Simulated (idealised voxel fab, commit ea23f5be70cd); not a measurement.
The following process module bears the name voxel air gaps.
FYI the section here is cut, 290 nm wide, cells are 5 nm squares.
When this document writes out a cross-section, it uses a grid of square cells and lists it as bands, beginning at the top and moving down, with a band standing for one or more rows of cells. First you get the band's top height and its bottom height, in nm, and then the materials it's made of, left to right, with each width in nm. If you see a single material with "everywhere", that one covers the band edge to edge. "empty" is empty space. For the purposes of this specification, 0 denotes the height below which the wafer in its as-received condition is composed wholly of one material, and the lowermost band, lacking a lower limit, extends downward without end, as expressed in "z 0 and below". Graded width ("30..40"): value in top row of band = first number; value in bottom row = second number; row-to-row change constant. Step marked "nothing changed"? Then no cell in the cross-section changed in it. Heads up: "Enclosed void catalog" only lists the empty pockets with no open path to the top that are 8 cells or more, and it writes them as width x height at distance, distance from the left edge, in nm. On a step's line, text after the settings is the simulator commenting on that step. "overlay nm", when on a step's line for a step with a mask, measures how far to the right of its planned place the mask lay; a negative measure means to the left.

-- Planned process steps
| 1 | RECEIVE,material Si |
| 2 | CONFORMAL_DEP,material SiO2,thk nm 15 |
| 3 | CONFORMAL_DEP,material SiCN,thk nm 5 |
| 4 | DIRECTIONAL_DEP,material SiO2,thk nm 40 |
| 5 | DIRECTIONAL_DEP,material aC,thk nm 15 |
| 6 | PATTERN,tone open,mask id LINES,material resist,width nm 20,pitch nm 45,thk nm 30,overlay nm 0 |
| 7 | DIRECTIONAL_ETCH,etch materials aC,depth nm 15 |
| 8 | STRIP,etch materials resist |
| 9 | DIRECTIONAL_ETCH,etch materials SiO2,depth nm 40 |
| 10 | STRIP,etch materials aC |
| 11 | CONFORMAL_DEP,material TiN,thk nm 5 |
| 12 | FILL_DEP,material W,thk nm 5 |
| 13 | CMP,height nm 60 |
| 14 | EPI,material Ru,thk nm 10 |
| 15 | SELECTIVE_ETCH,etch materials SiO2,depth nm 50 |
| 16 | CONFORMAL_DEP,material SiCN,thk nm 5 |

-- First wafer out of two, processed as planned

-- Incoming wafer, cross-sectional view, post step 1
* z 0 and below = Si everywhere
* Enclosed void catalog: none

-- How the wafer stands in section after step 2
* z 15 to 0 = SiO2 everywhere
* Under the height 0 nothing was changed.

-- How the wafer stands in section after step 3
* z 20 to 15 = SiCN everywhere
* Under the height 15 nothing was changed.

-- How the wafer stands in section after step 4
* z 60 to 20 = SiO2 everywhere
* Under the height 20 nothing was changed.

-- How the wafer stands in section after step 5
* z 75 to 60 = aC everywhere
* Under the height 60 nothing was changed.

-- How the wafer stands in section after step 6
* z 105 to 75 = resist: 65, empty: 20, resist: 25, empty: 20, resist: 25, empty: 20, resist: 25, empty: 20, resist: 70
* Under the height 75 nothing was changed.

-- How the wafer stands in section after step 7
* z 90 to 75 = resist: 65, empty: 20, resist: 25, empty: 20, resist: 25, empty: 20, resist: 25, empty: 20, resist: 70
* z 75 to 60 = aC: 65, empty: 20, aC: 25, empty: 20, aC: 25, empty: 20, aC: 25, empty: 20, aC: 70
* Under the height 60 nothing was changed.

-- How the wafer stands in section after step 8
* z 75 to 60 = aC: 65, empty: 20, aC: 25, empty: 20, aC: 25, empty: 20, aC: 25, empty: 20, aC: 70
* Under the height 60 nothing was changed.

-- How the wafer stands in section after step 9
* z 75 to 60 = aC: 65, empty: 20, aC: 25, empty: 20, aC: 25, empty: 20, aC: 25, empty: 20, aC: 70
* z 60 to 20 = SiO2: 65, empty: 20, SiO2: 25, empty: 20, SiO2: 25, empty: 20, SiO2: 25, empty: 20, SiO2: 70
* Under the height 20 nothing was changed.

-- How the wafer stands in section after step 10
* z 60 to 20 = SiO2: 65, empty: 20, SiO2: 25, empty: 20, SiO2: 25, empty: 20, SiO2: 25, empty: 20, SiO2: 70
* Under the height 20 nothing was changed.

-- How the wafer stands in section after step 11
* z 65 to 60 = TiN: 70, empty: 10, TiN: 35, empty: 10, TiN: 35, empty: 10, TiN: 35, empty: 10, TiN: 75
* z 60 to 25 = SiO2: 65, TiN: 5, empty: 10, TiN: 5, SiO2: 25, TiN: 5, empty: 10, TiN: 5, SiO2: 25, TiN: 5, empty: 10, TiN: 5, SiO2: 25, TiN: 5, empty: 10, TiN: 5, SiO2: 70
* z 25 to 20 = SiO2: 65, TiN: 20, SiO2: 25, TiN: 20, SiO2: 25, TiN: 20, SiO2: 25, TiN: 20, SiO2: 70
* Under the height 20 nothing was changed.

-- How the wafer stands in section after step 12
* z 70 to 65 = W everywhere
* z 65 to 60 = TiN: 70, W: 10, TiN: 35, W: 10, TiN: 35, W: 10, TiN: 35, W: 10, TiN: 75
* z 60 to 25 = SiO2: 65, TiN: 5, W: 10, TiN: 5, SiO2: 25, TiN: 5, W: 10, TiN: 5, SiO2: 25, TiN: 5, W: 10, TiN: 5, SiO2: 25, TiN: 5, W: 10, TiN: 5, SiO2: 70
* Under the height 25 nothing was changed.

-- How the wafer stands in section after step 13
* z 60 to 25 = SiO2: 65, TiN: 5, W: 10, TiN: 5, SiO2: 25, TiN: 5, W: 10, TiN: 5, SiO2: 25, TiN: 5, W: 10, TiN: 5, SiO2: 25, TiN: 5, W: 10, TiN: 5, SiO2: 70
* Under the height 25 nothing was changed.

-- How the wafer stands in section after step 14
* z 70 to 60 = empty: 55, Ru: 40, empty: 5, Ru: 40, empty: 5, Ru: 40, empty: 5, Ru: 40, empty: 60
* Under the height 60 nothing was changed.

-- How the wafer stands in section after step 15
* z 70 to 60 = empty: 55, Ru: 40, empty: 5, Ru: 40, empty: 5, Ru: 40, empty: 5, Ru: 40, empty: 60
* z 60 to 25 = empty: 65, TiN: 5, W: 10, TiN: 5, empty: 25, TiN: 5, W: 10, TiN: 5, empty: 25, TiN: 5, W: 10, TiN: 5, empty: 25, TiN: 5, W: 10, TiN: 5, empty: 70
* z 25 to 20 = empty: 65, TiN: 20, empty: 25, TiN: 20, empty: 25, TiN: 20, empty: 25, TiN: 20, empty: 70
* Under the height 20 nothing was changed.

-- How the wafer stands in section after step 16
* z 75 to 70 = empty: 50, SiCN: 185, empty: 55
* z 70 to 60 = empty: 50, SiCN: 5, Ru: 40, SiCN: 5, Ru: 40, SiCN: 5, Ru: 40, SiCN: 5, Ru: 40, SiCN: 5, empty: 55
* z 60 to 55 = empty: 50, SiCN: 15, TiN: 5, W: 10, TiN: 5, SiCN: 25, TiN: 5, W: 10, TiN: 5, SiCN: 25, TiN: 5, W: 10, TiN: 5, SiCN: 25, TiN: 5, W: 10, TiN: 5, SiCN: 15, empty: 55
* z 55 to 25 = empty: 60, SiCN: 5, TiN: 5, W: 10, TiN: 5, SiCN: 5, empty: 15, SiCN: 5, TiN: 5, W: 10, TiN: 5, SiCN: 5, empty: 15, SiCN: 5, TiN: 5, W: 10, TiN: 5, SiCN: 5, empty: 15, SiCN: 5, TiN: 5, W: 10, TiN: 5, SiCN: 5, empty: 65
* z 25 to 20 = SiCN: 65, TiN: 20, SiCN: 25, TiN: 20, SiCN: 25, TiN: 20, SiCN: 25, TiN: 20, SiCN: 70
* Under the height 20 nothing was changed.
* Enclosed void catalog: 15 x 30 at 90; 15 x 30 at 135; 15 x 30 at 180

-- Okay, second wafer. Nothing different at the start, nothing different in the plan, just one mistake somewhere in the running. As far as step 1, counting that step, it's the first wafer all over again

-- when step 2 should have ended
* z 5 to 0 = SiO2 everywhere
* Under the height 0 nothing was changed.

-- when step 3 should have ended
* z 10 to 5 = SiCN everywhere
* Under the height 5 nothing was changed.

-- when step 4 should have ended
* z 50 to 10 = SiO2 everywhere
* Under the height 10 nothing was changed.

-- when step 5 should have ended
* z 65 to 50 = aC everywhere
* Under the height 50 nothing was changed.

-- when step 6 should have ended
* z 95 to 65 = resist: 65, empty: 20, resist: 25, empty: 20, resist: 25, empty: 20, resist: 25, empty: 20, resist: 70
* Under the height 65 nothing was changed.

-- when step 7 should have ended
* z 80 to 65 = resist: 65, empty: 20, resist: 25, empty: 20, resist: 25, empty: 20, resist: 25, empty: 20, resist: 70
* z 65 to 50 = aC: 65, empty: 20, aC: 25, empty: 20, aC: 25, empty: 20, aC: 25, empty: 20, aC: 70
* Under the height 50 nothing was changed.

-- when step 8 should have ended
* z 65 to 50 = aC: 65, empty: 20, aC: 25, empty: 20, aC: 25, empty: 20, aC: 25, empty: 20, aC: 70
* Under the height 50 nothing was changed.

-- when step 9 should have ended
* z 65 to 50 = aC: 65, empty: 20, aC: 25, empty: 20, aC: 25, empty: 20, aC: 25, empty: 20, aC: 70
* z 50 to 10 = SiO2: 65, empty: 20, SiO2: 25, empty: 20, SiO2: 25, empty: 20, SiO2: 25, empty: 20, SiO2: 70
* Under the height 10 nothing was changed.

-- when step 10 should have ended
* z 50 to 10 = SiO2: 65, empty: 20, SiO2: 25, empty: 20, SiO2: 25, empty: 20, SiO2: 25, empty: 20, SiO2: 70
* Under the height 10 nothing was changed.

-- when step 11 should have ended
* z 55 to 50 = TiN: 70, empty: 10, TiN: 35, empty: 10, TiN: 35, empty: 10, TiN: 35, empty: 10, TiN: 75
* z 50 to 15 = SiO2: 65, TiN: 5, empty: 10, TiN: 5, SiO2: 25, TiN: 5, empty: 10, TiN: 5, SiO2: 25, TiN: 5, empty: 10, TiN: 5, SiO2: 25, TiN: 5, empty: 10, TiN: 5, SiO2: 70
* z 15 to 10 = SiO2: 65, TiN: 20, SiO2: 25, TiN: 20, SiO2: 25, TiN: 20, SiO2: 25, TiN: 20, SiO2: 70
* Under the height 10 nothing was changed.

-- when step 12 should have ended
* z 60 to 55 = W everywhere
* z 55 to 50 = TiN: 70, W: 10, TiN: 35, W: 10, TiN: 35, W: 10, TiN: 35, W: 10, TiN: 75
* z 50 to 15 = SiO2: 65, TiN: 5, W: 10, TiN: 5, SiO2: 25, TiN: 5, W: 10, TiN: 5, SiO2: 25, TiN: 5, W: 10, TiN: 5, SiO2: 25, TiN: 5, W: 10, TiN: 5, SiO2: 70
* Under the height 15 nothing was changed.

when step 13 should have ended: nothing changed

-- when step 14 should have ended
* z 70 to 60 = Ru everywhere
* Under the height 60 nothing was changed.

when step 15 should have ended: nothing changed

-- when step 16 should have ended
* z 75 to 70 = SiCN everywhere
* Under the height 70 nothing was changed.
Against the plan, the run slipped here: step 2 deviated from plan and actually ran as CONFORMAL_DEP,material SiO2,thk nm 5
Counted in cells at the end, the second wafer holds more or fewer of these materials than the first: +52 Ru, -100 SiCN, +220 SiO2, +50 TiN, +66 W
At process end, closed voids number 3 in the first wafer and 0 in the second wafer.
